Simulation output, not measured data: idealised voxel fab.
Presented below is a process module, voxel released beams.
The figure presents cross-section cut, which has a width of 265 nm and is divided into square cells with an edge length of 5 nm.
The cross-sections in this document take the form of a grid made of square cells. They are written out as bands, in order from top to bottom. Each band consists of one or more rows of cells. Basically the band line says how high the top is and how high the bottom is, in nm, and then what's in it from left to right, every material with its width in nm. Empty space shows up as "empty", and if a single material carries "all across" it runs the full band edge to edge. Heights from 0 (as-received wafer is one material below). Bottom band endless downward, as "z 0 and below". Per-row width for "30..40": begins at first number (top row of band), ends at second number (bottom row), increment between rows held constant. A step reported as "no change" is a step in which no cell of the cross-section changed. "Completely sealed voids" - sealed voids, min. 8 cells, no opening to top; format: width x height at distance (distance from left edge; nm throughout). That trailing text on a step's line, after the settings, is the simulator's own remark on the step. The setting "overlay nm" may be written on the line of a step. When the step uses a mask, the value reports how far to the right of the planned place the mask lay, and a negative value reports that it lay to the left.
The planned process steps are enumerated hereunder
1. op RECEIVE | material Si
2. op CONFORMAL_DEP | material SiN | thk nm 10
3. op DIRECTIONAL_DEP | material SiO2 | thk nm 15
4. op PATTERN | tone open | mask id ANCHOR | material resist | width nm 40 | thk nm 15 | overlay nm 0
5. op DIRECTIONAL_ETCH | etch materials SiO2 | depth nm 15
6. op STRIP | etch materials resist
7. op CONFORMAL_DEP | material W | thk nm 15
8. op DIRECTIONAL_DEP | material aC | thk nm 10
9. op PATTERN | tone cover | mask id BEAM | material resist | width nm 90 | thk nm 30 | overlay nm 0
10. op DIRECTIONAL_ETCH | etch materials aC | depth nm 10
11. op STRIP | etch materials resist
12. op DIRECTIONAL_ETCH | etch materials W | depth nm 15
13. op STRIP | etch materials aC
14. op STRIP | etch materials SiO2
Run as planned: first of two wafers
Delivered wafer in cross-section: state after step 1
* z 0 and below: Si all across
* Completely sealed voids: none
Sectional view: wafer, after step 2
* z 10 to 0: SiN all across
* Unchanged below 0.
Sectional view: wafer, after step 3
* z 25 to 10: SiO2 all across
* Unchanged below 10.
Sectional view: wafer, after step 4
* z 40 to 25: 90 nm resist  40 nm empty  135 nm resist
* Unchanged below 25.
Sectional view: wafer, after step 5
* z 40 to 25: 90 nm resist  40 nm empty  135 nm resist
* z 25 to 10: 90 nm SiO2  40 nm empty  135 nm SiO2
* Unchanged below 10.
Sectional view: wafer, after step 6
* z 25 to 10: 90 nm SiO2  40 nm empty  135 nm SiO2
* Unchanged below 10.
Sectional view: wafer, after step 7
* z 40 to 25: 105 nm W  10 nm empty  150 nm W
* z 25 to 10: 90 nm SiO2  40 nm W  135 nm SiO2
* Unchanged below 10.
Sectional view: wafer, after step 8
* z 50 to 40: 105 nm aC  10 nm empty  150 nm aC
* z 40 to 35: 105 nm W  10 nm empty  150 nm W
* z 35 to 25: 105 nm W  10 nm aC  150 nm W
* Unchanged below 25.
Sectional view: wafer, after step 9
* z 80 to 50: 85 nm empty  90 nm resist  90 nm empty
* z 50 to 40: 105 nm aC  10 nm resist  150 nm aC
* z 40 to 35: 105 nm W  10 nm resist  150 nm W
* Unchanged below 35.
Sectional view: wafer, after step 10
* z 70 to 50: 85 nm empty  90 nm resist  90 nm empty
* z 50 to 40: 85 nm empty  20 nm aC  10 nm resist  60 nm aC  90 nm empty
* Unchanged below 40.
Sectional view: wafer, after step 11
* z 50 to 40: 85 nm empty  20 nm aC  10 nm empty  60 nm aC  90 nm empty
* z 40 to 35: 105 nm W  10 nm empty  150 nm W
* Unchanged below 35.
Sectional view: wafer, after step 12
* z 50 to 40: 85 nm empty  20 nm aC  10 nm empty  60 nm aC  90 nm empty
* z 40 to 35: 85 nm empty  20 nm W  10 nm empty  60 nm W  90 nm empty
* z 35 to 25: 85 nm empty  20 nm W  10 nm aC  60 nm W  90 nm empty
* Unchanged below 25.
Sectional view: wafer, after step 13
* z 40 to 25: 85 nm empty  20 nm W  10 nm empty  60 nm W  90 nm empty
* Unchanged below 25.
Sectional view: wafer, after step 14
* z 40 to 25: 85 nm empty  20 nm W  10 nm empty  60 nm W  90 nm empty
* z 25 to 10: 90 nm empty  40 nm W  135 nm empty
* Unchanged below 10.
Second wafer: same start and same plan as the first, one execution error; identical to the first through step 3
Cross-sectional view of the second wafer at the intended end time of process step 4
* z 40 to 25: 90 nm empty  40 nm resist  135 nm empty
* Unchanged below 25.
Cross-sectional view of the second wafer at the intended end time of process step 5
* z 40 to 25: 90 nm empty  40 nm resist  135 nm empty
* z 25 to 10: 90 nm empty  40 nm SiO2  135 nm empty
* Unchanged below 10.
Cross-sectional view of the second wafer at the intended end time of process step 6
* z 25 to 10: 90 nm empty  40 nm SiO2  135 nm empty
* Unchanged below 10.
Cross-sectional view of the second wafer at the intended end time of process step 7
* z 40 to 25: 75 nm empty  70 nm W  120 nm empty
* z 25 to 10: 90 nm W  40 nm SiO2  135 nm W
* Unchanged below 10.
Cross-sectional view of the second wafer at the intended end time of process step 8
* z 50 to 40: 75 nm empty  70 nm aC  120 nm empty
* z 40 to 35: 75 nm empty  70 nm W  120 nm empty
* z 35 to 25: 75 nm aC  70 nm W  120 nm aC
* Unchanged below 25.
Cross-sectional view of the second wafer at the intended end time of process step 9
* z 80 to 50: 85 nm empty  90 nm resist  90 nm empty
* z 50 to 40: 75 nm empty  70 nm aC  30 nm resist  90 nm empty
* z 40 to 35: 75 nm empty  70 nm W  30 nm resist  90 nm empty
* Unchanged below 35.
Cross-sectional view of the second wafer at the intended end time of process step 10
* z 70 to 50: 85 nm empty  90 nm resist  90 nm empty
* z 50 to 40: 85 nm empty  60 nm aC  30 nm resist  90 nm empty
* z 40 to 35: 75 nm empty  70 nm W  30 nm resist  90 nm empty
* z 35 to 25: 75 nm empty  70 nm W  30 nm aC  90 nm empty
* Unchanged below 25.
Cross-sectional view of the second wafer at the intended end time of process step 11
* z 50 to 40: 85 nm empty  60 nm aC  120 nm empty
* z 40 to 35: 75 nm empty  70 nm W  120 nm empty
* Unchanged below 35.
Cross-sectional view of the second wafer at the intended end time of process step 12
* z 50 to 40: 85 nm empty  60 nm aC  120 nm empty
* z 40 to 35: 85 nm empty  60 nm W  120 nm empty
* z 35 to 25: 85 nm empty  60 nm W  30 nm aC  90 nm empty
* z 25 to 10: 75 nm empty  15 nm W  40 nm SiO2  45 nm W  90 nm empty
* Unchanged below 10.
Cross-sectional view of the second wafer at the intended end time of process step 13
* z 40 to 25: 85 nm empty  60 nm W  120 nm empty
* Unchanged below 25.
Cross-sectional view of the second wafer at the intended end time of process step 14: no change
Nonconformance to the process plan: step 4: run off-plan, actual operation and settings op PATTERN | tone cover | mask id ANCHOR | material resist | width nm 40 | thk nm 15 | overlay nm 0
Bottom line after processing is that, in cells, the second wafer is up or down on some materials versus the first: 24 more of SiO2
